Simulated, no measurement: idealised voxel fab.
Title: Process Module voxel transistor to metal
This is section cut - it's 215 nm across, gridded in 5 nm square cells.
When this document writes out a cross-section, it uses a grid of square cells and lists it as bands, beginning at the top and moving down, with a band standing for one or more rows of cells.
Heights first: top, then bottom, in nm. Then materials, left to right, each with a width in nm. "edge to edge" on a single material: fills the band edge to edge. "air": empty space.
Height datum 0, below which the as-received substrate wafer is one material. Lowest band open at the bottom, running downward: "0..down".
So if you see something like "30..40" for the width, read it as the top row of the band sitting at the first number and the bottom row at the second, with every row in between moving by the same amount as the last.
When a step is marked "nothing was modified", none of the cells in the cross-section changed during that step.
This entry, "Non-vented voids", enumerates those empty regions of no fewer than 8 cells that possess no open connection to the top. Each region is reported in the form width x height at distance, the distance being taken from the left edge, with all three quantities expressed in nm.
Read whatever lies past the settings on a step's line as the simulator's own remark about the step.
overlay nm, on a step with a mask: how far to the right of its planned place the mask lay; to the left if negative

PROCESS STEPS - PLAN
| 1 | RECEIVE with material Si |
| 2 | OXIDIZE with depth nm 5 |
| 3 | CONFORMAL_DEP with material SiN, thk nm 15 |
| 4 | MASKED_ETCH with tone cover, mask id ACTIVE, width nm 95, etch materials SiN, depth nm 15, overlay nm 0 |
| 5 | MASKED_ETCH with tone cover, mask id ACTIVE, width nm 95, etch materials SiO2, depth nm 5, overlay nm 0 |
| 6 | MASKED_ETCH with tone cover, mask id ACTIVE, width nm 95, etch materials Si, depth nm 35, overlay nm 0 |
| 7 | OXIDIZE with depth nm 5 |
| 8 | FILL_DEP with material SiO2, thk nm 10 |
| 9 | CMP with height nm 15 |
| 10 | SELECTIVE_ETCH with etch materials SiO2, depth nm 5 |
| 11 | STRIP with etch materials SiN |
| 12 | SELECTIVE_ETCH with etch materials SiO2, depth nm 5 |
| 13 | OXIDIZE with depth nm 5 |
| 14 | DIRECTIONAL_DEP with material polySi, thk nm 30 |
| 15 | DIRECTIONAL_DEP with material SiCN, thk nm 15 |
| 16 | MASKED_ETCH with tone cover, mask id GATE, width nm 15, etch materials SiCN, depth nm 25, overlay nm 0 |
| 17 | MASKED_ETCH with tone cover, mask id GATE, width nm 15, etch materials polySi, depth nm 40, overlay nm 0 |
| 18 | CONFORMAL_DEP with material SiO2, thk nm 5 |
| 19 | DIRECTIONAL_ETCH with etch materials SiO2, depth nm 5 |
| 20 | CONFORMAL_DEP with material SiN, thk nm 5 |
| 21 | DIRECTIONAL_ETCH with etch materials SiN, depth nm 5 |
| 22 | DIRECTIONAL_ETCH with etch materials SiO2, depth nm 5 |
| 23 | DIRECTIONAL_ETCH with etch materials Si, depth nm 15 |
| 24 | EPI with material SiGe, thk nm 20 |
| 25 | FILL_DEP with material SiO2, thk nm 10 |
| 26 | CMP with height nm 40 |
| 27 | DIRECTIONAL_DEP with material SiO2, thk nm 15 |
| 28 | MASKED_ETCH with tone open, mask id CONTACT, width nm 25, pitch nm 50, etch materials SiO2, depth nm 45, overlay nm 0 |
| 29 | CONFORMAL_DEP with material TiN, thk nm 5 |
| 30 | FILL_DEP with material Ru, thk nm 10 |
| 31 | CMP with height nm 55 |
| 32 | CONFORMAL_DEP with material SiN, thk nm 5 |
| 33 | DIRECTIONAL_DEP with material lowk, thk nm 15 |
| 34 | PATTERN with tone open, mask id METAL_1, material resist, width nm 15, pitch nm 60, thk nm 20, overlay nm 0 |
| 35 | DIRECTIONAL_ETCH with etch materials lowk, depth nm 15 |
| 36 | DIRECTIONAL_ETCH with etch materials SiN, depth nm 5 |
| 37 | STRIP with etch materials resist |
| 38 | CONFORMAL_DEP with material TiN, thk nm 5 |
| 39 | FILL_DEP with material W, thk nm 5 |
| 40 | CMP with height nm 75 |
| 41 | EPI with material Ru, thk nm 5 |
| 42 | FILL_DEP with material SiCN, thk nm 5 |

AS-RECEIVED STATE OF THE WAFER IN CROSS-SECTION, EQUIVALENT TO POST-STEP 1
- 0..down = Si edge to edge
- Non-vented voids: none

THE FIRST OF TWO WAFERS, CROSS-SECTIONED AT THE END OF THE MODULE, WITH THE RUN PROCEEDING AS PLANNED
- 85..80 = SiCN edge to edge
- 80..75 = SiCN 65 | Ru 25 | SiCN 35 | Ru 25 | SiCN 65
- 75..60 = lowk 70 | TiN 5 | W 5 | TiN 5 | lowk 45 | TiN 5 | W 5 | TiN 5 | lowk 70
- 60..55 = SiN 70 | TiN 15 | SiN 45 | TiN 15 | SiN 70
- 55..45 = SiO2 70 | TiN 5 | Ru 15 | TiN 5 | SiO2 25 | TiN 5 | Ru 15 | TiN 5 | SiO2 70
- 45..40 = SiO2 70 | TiN 5 | Ru 10 | TiN 10 | SiO2 25 | TiN 10 | Ru 10 | TiN 5 | SiO2 70
- 40..25 = SiO2 70 | TiN 5 | Ru 10 | TiN 5 | SiN 5 | SiO2 5 | SiCN 15 | SiO2 5 | SiN 5 | TiN 5 | Ru 10 | TiN 5 | SiO2 70
- 25..15 = SiO2 70 | TiN 5 | Ru 10 | TiN 5 | SiN 5 | SiO2 5 | polySi 15 | SiO2 5 | SiN 5 | TiN 5 | Ru 10 | TiN 5 | SiO2 70
- 15..10 = SiO2 70 | TiN 20 | SiN 5 | SiO2 5 | polySi 15 | SiO2 5 | SiN 5 | TiN 20 | SiO2 70
- 10..5 = SiO2 70 | SiGe 20 | SiN 5 | SiO2 5 | polySi 15 | SiO2 5 | SiN 5 | SiGe 20 | SiO2 70
- 5..-5 = SiO2 60 | SiN 5 | SiO2 5 | SiGe 20 | SiN 5 | SiO2 5 | polySi 15 | SiO2 5 | SiN 5 | SiGe 20 | SiO2 5 | SiN 5 | SiO2 60
- -5..-10 = SiO2 65 | SiGe 25 | SiO2 35 | SiGe 25 | SiO2 65
- -10..-25 = SiO2 65 | SiGe 25 | Si 35 | SiGe 25 | SiO2 65
- -25..-45 = SiO2 65 | Si 85 | SiO2 65
- -45..down = Si edge to edge
- Non-vented voids: none

CROSS-SECTIONAL IMAGE OF THE SECOND WAFER OF THE TWO FOLLOWING COMPLETION OF THE MODULE. STARTING STATE AND PROCESS PLAN WERE THE SAME AS FOR THE FIRST WAFER; ONE EXECUTION ERROR OCCURRED
- 85..80 = SiCN edge to edge
- 80..75 = SiCN 65 | Ru 25 | SiCN 35 | Ru 25 | SiCN 65
- 75..70 = SiN 70 | TiN 15 | SiN 45 | TiN 15 | SiN 70
- 70..60 = Ru edge to edge
- 60..55 = TiN 75 | Ru 15 | TiN 35 | Ru 15 | TiN 75
- 55..45 = SiO2 70 | TiN 5 | Ru 15 | TiN 5 | SiO2 25 | TiN 5 | Ru 15 | TiN 5 | SiO2 70
- 45..40 = SiO2 70 | TiN 5 | Ru 10 | TiN 10 | SiO2 25 | TiN 10 | Ru 10 | TiN 5 | SiO2 70
- 40..25 = SiO2 70 | TiN 5 | Ru 10 | TiN 5 | SiN 5 | SiO2 5 | SiCN 15 | SiO2 5 | SiN 5 | TiN 5 | Ru 10 | TiN 5 | SiO2 70
- 25..15 = SiO2 70 | TiN 5 | Ru 10 | TiN 5 | SiN 5 | SiO2 5 | polySi 15 | SiO2 5 | SiN 5 | TiN 5 | Ru 10 | TiN 5 | SiO2 70
- 15..10 = SiO2 70 | TiN 20 | SiN 5 | SiO2 5 | polySi 15 | SiO2 5 | SiN 5 | TiN 20 | SiO2 70
- 10..5 = SiO2 70 | SiGe 20 | SiN 5 | SiO2 5 | polySi 15 | SiO2 5 | SiN 5 | SiGe 20 | SiO2 70
- 5..-5 = SiO2 60 | SiN 5 | SiO2 5 | SiGe 20 | SiN 5 | SiO2 5 | polySi 15 | SiO2 5 | SiN 5 | SiGe 20 | SiO2 5 | SiN 5 | SiO2 60
- -5..-10 = SiO2 65 | SiGe 25 | SiO2 35 | SiGe 25 | SiO2 65
- -10..-25 = SiO2 65 | SiGe 25 | Si 35 | SiGe 25 | SiO2 65
- -25..-45 = SiO2 65 | Si 85 | SiO2 65
- -45..down = Si edge to edge
- Non-vented voids: none
Short version of what went wrong: step 31 of the plan got skipped, so it never ran
At the finish, the second wafer shows more or fewer cells for some materials than the first does: +92 Ru | +25 TiN | -6 W | -111 lowk
